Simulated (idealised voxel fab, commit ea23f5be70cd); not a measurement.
process module | voxel quadruple lines
Section shown: cut. Width: 245 nm. Cell size: 5 nm, square.
In this document a cross-section is written as a grid of square cells. It is given as a series of bands, listed from the top down, and a band is one or more rows of cells.
For a band, the entry starts with two heights in nm, that of the top and then that of the bottom, and carries on with the band's materials in order from left to right, each alongside its width in nm; the word "all across" beside a single material means it fills the band edge to edge, and "air" means empty space.
Below 0: as-received wafer, all one material; heights counted from there. Lowest band: no bottom, goes on down, written "0 down".
You'd read "30 to 40" like this: the band's top row of cells is as wide as the first number, its bottom row is as wide as the second, and going down, every row changes width by the same amount as the row before did.
Where the words "no alterations made" appear for a step, the cross-section shows no cell changed by that step; every cell remained as before.
The entry "Sealed void listing" lists the empty spaces that cover at least 8 cells and have no open path to the top. Each is written as width x height at distance, where the distance is measured from the left edge and all three values are in nm.
after a step's settings: what the simulator itself notes on the step
The line of a step may include "overlay nm". On a step with a mask, this value is how far to the right of its planned place the mask lay. A negative value means the mask lay to the left.
[Set out below are the planned steps of the process]
1,RECEIVE (material Si)
2,CONFORMAL_DEP (material Al2O3; thk nm 5)
3,DIRECTIONAL_DEP (material TiN; thk nm 10)
4,DIRECTIONAL_DEP (material polySi; thk nm 20)
5,DIRECTIONAL_DEP (material aC; thk nm 20)
6,PATTERN (tone cover; mask id MANDREL; material resist; width nm 20; pitch nm 60; thk nm 25; overlay nm 0)
7,DIRECTIONAL_ETCH (etch materials aC; depth nm 20)
8,STRIP (etch materials resist)
9,CONFORMAL_DEP (material SiO2; thk nm 10)
10,DIRECTIONAL_ETCH (etch materials SiO2; depth nm 10)
11,STRIP (etch materials aC)
12,DIRECTIONAL_ETCH (etch materials polySi; depth nm 20)
13,STRIP (etch materials SiO2)
14,CONFORMAL_DEP (material SiCN; thk nm 5)
15,DIRECTIONAL_ETCH (etch materials SiCN; depth nm 5)
16,STRIP (etch materials polySi)
17,DIRECTIONAL_ETCH (etch materials TiN; depth nm 10)
18,STRIP (etch materials SiCN)
19,FILL_DEP (material SiO2; thk nm 5)
20,CMP (height nm 15)
[Concerning the first of two wafers, which was run in accordance with the plan]
[Incoming wafer in cross-section (state: after step 1)]
* 0 down = Si all across
* Sealed void listing: none
[Step 2 done - wafer cross-section]
* 5 to 0 = Al2O3 all across
* Heights below 0 show no change.
[Step 3 done - wafer cross-section]
* 15 to 5 = TiN all across
* Heights below 5 show no change.
[Step 4 done - wafer cross-section]
* 35 to 15 = polySi all across
* Heights below 15 show no change.
[Step 5 done - wafer cross-section]
* 55 to 35 = aC all across
* Heights below 35 show no change.
[Step 6 done - wafer cross-section]
* 80 to 55 = air (80), then resist (20), then air (40), then resist (20), then air (85)
* Heights below 55 show no change.
[Step 7 done - wafer cross-section]
* 60 to 55 = air (80), then resist (20), then air (40), then resist (20), then air (85)
* 55 to 35 = air (80), then aC (20), then air (40), then aC (20), then air (85)
* Heights below 35 show no change.
[Step 8 done - wafer cross-section]
* 55 to 35 = air (80), then aC (20), then air (40), then aC (20), then air (85)
* Heights below 35 show no change.
[Step 9 done - wafer cross-section]
* 65 to 55 = air (70), then SiO2 (40), then air (20), then SiO2 (40), then air (75)
* 55 to 45 = air (70), then SiO2 (10), then aC (20), then SiO2 (10), then air (20), then SiO2 (10), then aC (20), then SiO2 (10), then air (75)
* 45 to 35 = SiO2 (80), then aC (20), then SiO2 (40), then aC (20), then SiO2 (85)
* Heights below 35 show no change.
[Step 10 done - wafer cross-section]
* 55 to 35 = air (70), then SiO2 (10), then aC (20), then SiO2 (10), then air (20), then SiO2 (10), then aC (20), then SiO2 (10), then air (75)
* Heights below 35 show no change.
[Step 11 done - wafer cross-section]
* 55 to 35 = air (70), then SiO2 (10), then air (20), then SiO2 (10), then air (20), then SiO2 (10), then air (20), then SiO2 (10), then air (75)
* Heights below 35 show no change.
[Step 12 done - wafer cross-section]
* 55 to 35 = air (70), then SiO2 (10), then air (20), then SiO2 (10), then air (20), then SiO2 (10), then air (20), then SiO2 (10), then air (75)
* 35 to 15 = air (70), then polySi (10), then air (20), then polySi (10), then air (20), then polySi (10), then air (20), then polySi (10), then air (75)
* Heights below 15 show no change.
[Step 13 done - wafer cross-section]
* 35 to 15 = air (70), then polySi (10), then air (20), then polySi (10), then air (20), then polySi (10), then air (20), then polySi (10), then air (75)
* Heights below 15 show no change.
[Step 14 done - wafer cross-section]
* 40 to 35 = air (65), then SiCN (20), then air (10), then SiCN (20), then air (10), then SiCN (20), then air (10), then SiCN (20), then air (70)
* 35 to 20 = air (65), then SiCN (5), then polySi (10), then SiCN (5), then air (10), then SiCN (5), then polySi (10), then SiCN (5), then air (10), then SiCN (5), then polySi (10), then SiCN (5), then air (10), then SiCN (5), then polySi (10), then SiCN (5), then air (70)
* 20 to 15 = SiCN (70), then polySi (10), then SiCN (20), then polySi (10), then SiCN (20), then polySi (10), then SiCN (20), then polySi (10), then SiCN (75)
* Heights below 15 show no change.
[Step 15 done - wafer cross-section]
* 35 to 15 = air (65), then SiCN (5), then polySi (10), then SiCN (5), then air (10), then SiCN (5), then polySi (10), then SiCN (5), then air (10), then SiCN (5), then polySi (10), then SiCN (5), then air (10), then SiCN (5), then polySi (10), then SiCN (5), then air (70)
* Heights below 15 show no change.
[Step 16 done - wafer cross-section]
* 35 to 15 = air (65), then SiCN (5), then air (10), then SiCN (5), then air (10), then SiCN (5), then air (10), then SiCN (5), then air (10), then SiCN (5), then air (10), then SiCN (5), then air (10), then SiCN (5), then air (10), then SiCN (5), then air (70)
* Heights below 15 show no change.
[Step 17 done - wafer cross-section]
* 35 to 15 = air (65), then SiCN (5), then air (10), then SiCN (5), then air (10), then SiCN (5), then air (10), then SiCN (5), then air (10), then SiCN (5), then air (10), then SiCN (5), then air (10), then SiCN (5), then air (10), then SiCN (5), then air (70)
* 15 to 5 = air (65), then TiN (5), then air (10), then TiN (5), then air (10), then TiN (5), then air (10), then TiN (5), then air (10), then TiN (5), then air (10), then TiN (5), then air (10), then TiN (5), then air (10), then TiN (5), then air (70)
* Heights below 5 show no change.
[Step 18 done - wafer cross-section]
* 15 to 5 = air (65), then TiN (5), then air (10), then TiN (5), then air (10), then TiN (5), then air (10), then TiN (5), then air (10), then TiN (5), then air (10), then TiN (5), then air (10), then TiN (5), then air (10), then TiN (5), then air (70)
* Heights below 5 show no change.
[Step 19 done - wafer cross-section]
* 20 to 15 = SiO2 all across
* 15 to 5 = SiO2 (65), then TiN (5), then SiO2 (10), then TiN (5), then SiO2 (10), then TiN (5), then SiO2 (10), then TiN (5), then SiO2 (10), then TiN (5), then SiO2 (10), then TiN (5), then SiO2 (10), then TiN (5), then SiO2 (10), then TiN (5), then SiO2 (70)
* Heights below 5 show no change.
[Step 20 done - wafer cross-section]
* 15 to 5 = SiO2 (65), then TiN (5), then SiO2 (10), then TiN (5), then SiO2 (10), then TiN (5), then SiO2 (10), then TiN (5), then SiO2 (10), then TiN (5), then SiO2 (10), then TiN (5), then SiO2 (10), then TiN (5), then SiO2 (10), then TiN (5), then SiO2 (70)
* Heights below 5 show no change.
[Here the second wafer is described. Its start and its plan were those of the first wafer. Its run contained one mistake. Up to and including step 18, it did exactly what the first wafer did]
[Second wafer, section view, time point: scheduled end of step 19]
* 25 to 15 = SiO2 all across
* 15 to 5 = SiO2 (65), then TiN (5), then SiO2 (10), then TiN (5), then SiO2 (10), then TiN (5), then SiO2 (10), then TiN (5), then SiO2 (10), then TiN (5), then SiO2 (10), then TiN (5), then SiO2 (10), then TiN (5), then SiO2 (10), then TiN (5), then SiO2 (70)
* Heights below 5 show no change.
[Second wafer, section view, time point: scheduled end of step 20]
* 15 to 5 = SiO2 (65), then TiN (5), then SiO2 (10), then TiN (5), then SiO2 (10), then TiN (5), then SiO2 (10), then TiN (5), then SiO2 (10), then TiN (5), then SiO2 (10), then TiN (5), then SiO2 (10), then TiN (5), then SiO2 (10), then TiN (5), then SiO2 (70)
* Heights below 5 show no change.
It is concluded that the wafer was processed incorrectly with respect to the plan, in that step 19 of the plan was executed twice over
Honestly, by the end the two wafers have the same cross-section, so the mistake just doesn't show up in what this model computes.
